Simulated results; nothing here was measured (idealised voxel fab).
Herein follows the process module entitled voxel capacitor over wiring.
The cross-section shown here is cut; it is 200 nm wide and divided into square cells measuring 5 nm on a side.
In this document a cross-section is written as a grid of square cells. It is given as a series of bands, listed from the top down, and a band is one or more rows of cells. Band entry format. Leading values: height of top, height of bottom, nm. Remainder: materials in left-to-right order, each with its width in nm. Special words: "throughout" on a single material, which then fills the band edge to edge; "air", empty space. Heights are expressed relative to 0, this being the level below which the as-received wafer comprises one material exclusively. The lowest band is unbounded in the downward direction and is denoted as in "from 0 down". A width given as "30..40" starts at the first number in the band's top row and ends at the second number in its bottom row, shifting by an equal amount at every step from row to row. You'll sometimes find "nothing got changed" written for a step, and that's the way of saying that nowhere in the cross-section did a cell change during that step. Entry "Tabulated closed voids". Content: empty spaces with no open connection to the top, size 8 cells or greater. Each: width x height at distance. Distance: from left edge. Unit: nm. Note: text after step settings on the step line = simulator remark on that step. Steps that use a mask can have "overlay nm" on their line. It says how far the mask sat to the right of where it was meant to be. Negative means to the left.

**Process steps - plan**
1: RECEIVE [material Si]
2: CONFORMAL_DEP [material SiO2] [thk nm 15]
3: DIRECTIONAL_DEP [material TiN] [thk nm 5]
4: DIRECTIONAL_DEP [material Ru] [thk nm 20]
5: DIRECTIONAL_DEP [material aC] [thk nm 10]
6: PATTERN [tone cover] [mask id METAL_1] [material resist] [width nm 30] [pitch nm 100] [thk nm 25] [overlay nm 0]
7: DIRECTIONAL_ETCH [etch materials aC] [depth nm 10]
8: STRIP [etch materials resist]
9: DIRECTIONAL_ETCH [etch materials Ru] [depth nm 20]
10: DIRECTIONAL_ETCH [etch materials TiN] [depth nm 5]
11: STRIP [etch materials aC]
12: FILL_DEP [material lowk] [thk nm 10]
13: CMP [height nm 40]
14: CONFORMAL_DEP [material SiCN] [thk nm 5]
15: DIRECTIONAL_DEP [material lowk] [thk nm 15]
16: DIRECTIONAL_DEP [material aC] [thk nm 15]
17: PATTERN [tone open] [mask id PLUG_1] [material resist] [width nm 15] [thk nm 35] [overlay nm -15]
18: DIRECTIONAL_ETCH [etch materials aC] [depth nm 15]
19: STRIP [etch materials resist]
20: DIRECTIONAL_ETCH [etch materials lowk] [depth nm 15]
21: DIRECTIONAL_ETCH [etch materials SiCN] [depth nm 5]
22: STRIP [etch materials aC]
23: EPI [material Ru] [thk nm 10]
24: EPI [material Ru] [thk nm 10]
25: DIRECTIONAL_DEP [material TiN] [thk nm 10]
26: DIRECTIONAL_DEP [material Al2O3] [thk nm 5]
27: DIRECTIONAL_DEP [material TiN] [thk nm 5]
28: PATTERN [tone cover] [mask id UPPER_PLATE] [material resist] [width nm 75] [thk nm 15] [overlay nm 0]
29: DIRECTIONAL_ETCH [etch materials TiN] [depth nm 5]
30: DIRECTIONAL_ETCH [etch materials Al2O3] [depth nm 5]
31: STRIP [etch materials resist]
32: DIRECTIONAL_DEP [material aC] [thk nm 10]
33: PATTERN [tone cover] [mask id LOWER_PLATE] [material resist] [width nm 85] [thk nm 25] [overlay nm 0]
34: DIRECTIONAL_ETCH [etch materials aC] [depth nm 10]
35: STRIP [etch materials resist]
36: DIRECTIONAL_ETCH [etch materials TiN] [depth nm 10]
37: STRIP [etch materials aC]
38: FILL_DEP [material SiO2] [thk nm 15]
39: CMP [height nm 90]
40: DIRECTIONAL_DEP [material aC] [thk nm 15]
41: PATTERN [tone open] [mask id PLUG_2] [material resist] [width nm 15] [thk nm 30] [overlay nm 0]
42: DIRECTIONAL_ETCH [etch materials aC] [depth nm 15]
43: STRIP [etch materials resist]
44: DIRECTIONAL_ETCH [etch materials SiO2] [depth nm 10]
45: STRIP [etch materials aC]
46: CONFORMAL_DEP [material TiN] [thk nm 5]
47: FILL_DEP [material Ru] [thk nm 10]
48: CMP [height nm 90]
49: CONFORMAL_DEP [material SiCN] [thk nm 5]
Keep in mind the plan's value for the overlay nm of step 17 comes from the first wafer; the wafers don't share that setting, but they do share the same starting point.

**Step 1 complete: as-received cross-section of the first of several wafers**
    from 0 down | Si throughout
    Tabulated closed voids: none

**Shown in cross-section: the first of several wafers at the end of the module, after its last step, step 49**
    from 95 to 90 | SiCN throughout
    from 90 to 85 | 60 of SiO2 / 5 of TiN / 5 of Ru / 5 of TiN / 125 of SiO2
    from 85 to 75 | 60..50 of SiO2 / 15..75 of TiN / 125..75 of SiO2
    from 75 to 70 | 50 of SiO2 / 75 of Al2O3 / 75 of SiO2
    from 70 to 60 | 45 of SiO2 / 85 of TiN / 70 of SiO2
    from 60 to 45 | 35 of lowk / 15 of Ru / 150 of lowk
    from 45 to 40 | 35 of SiCN / 15 of Ru / 150 of SiCN
    from 40 to 20 | 35 of lowk / 30 of Ru / 70 of lowk / 30 of Ru / 35 of lowk
    from 20 to 15 | 35 of lowk / 30 of TiN / 70 of lowk / 30 of TiN / 35 of lowk
    from 15 to 0 | SiO2 throughout
    from 0 down | Si throughout
    Tabulated closed voids: none

**Cross-section of the final wafer among several, taken at the end of the module**
    from 95 to 90 | SiCN throughout
    from 90 to 85 | 60 of SiO2 / 5 of TiN / 5 of Ru / 5 of TiN / 125 of SiO2
    from 85 to 80 | 60 of SiO2 / 15 of TiN / 125 of SiO2
    from 80 to 75 | 50 of SiO2 / 15 of TiN / 15 of SiO2 / 45 of TiN / 75 of SiO2
    from 75 to 70 | 50 of SiO2 / 15 of Al2O3 / 15 of SiO2 / 45 of Al2O3 / 75 of SiO2
    from 70 to 60 | 45 of SiO2 / 20 of TiN / 15 of SiO2 / 50 of TiN / 70 of SiO2
    from 60 to 55 | 65 of lowk / 15 of TiN / 120 of lowk
    from 55 to 50 | 65 of lowk / 15 of Al2O3 / 120 of lowk
    from 50 to 45 | 65 of lowk / 15 of TiN / 120 of lowk
    from 45 to 40 | 65 of SiCN / 15 of TiN / 120 of SiCN
    from 40 to 20 | 35 of lowk / 30 of Ru / 70 of lowk / 30 of Ru / 35 of lowk
    from 20 to 15 | 35 of lowk / 30 of TiN / 70 of lowk / 30 of TiN / 35 of lowk
    from 15 to 0 | SiO2 throughout
    from 0 down | Si throughout
    Tabulated closed voids: none

**What follows is a table in which each wafer occupies a row; for the wafer as it stands at the close of the module, the row states, material by material, how many cells have been gained (+) or lost (-) since receipt, and then gives its closed voids**
overlay nm -15, +15 Al2O3, +61 Ru, +77 SiCN, +290 SiO2, +66 TiN, +251 lowk, Tabulated closed voids: none
overlay nm -10, +15 Al2O3, +61 Ru, +77 SiCN, +290 SiO2, +66 TiN, +251 lowk, Tabulated closed voids: none
overlay nm -5, +15 Al2O3, +61 Ru, +77 SiCN, +290 SiO2, +66 TiN, +251 lowk, Tabulated closed voids: none
overlay nm 0, +15 Al2O3, +61 Ru, +77 SiCN, +290 SiO2, +66 TiN, +251 lowk, Tabulated closed voids: none
overlay nm 5, +15 Al2O3, +61 Ru, +77 SiCN, +290 SiO2, +66 TiN, +251 lowk, Tabulated closed voids: none
overlay nm 10, +15 Al2O3, +61 Ru, +77 SiCN, +290 SiO2, +66 TiN, +251 lowk, Tabulated closed voids: none
overlay nm 15, +15 Al2O3, +49 Ru, +77 SiCN, +302 SiO2, +66 TiN, +251 lowk, Tabulated closed voids: none
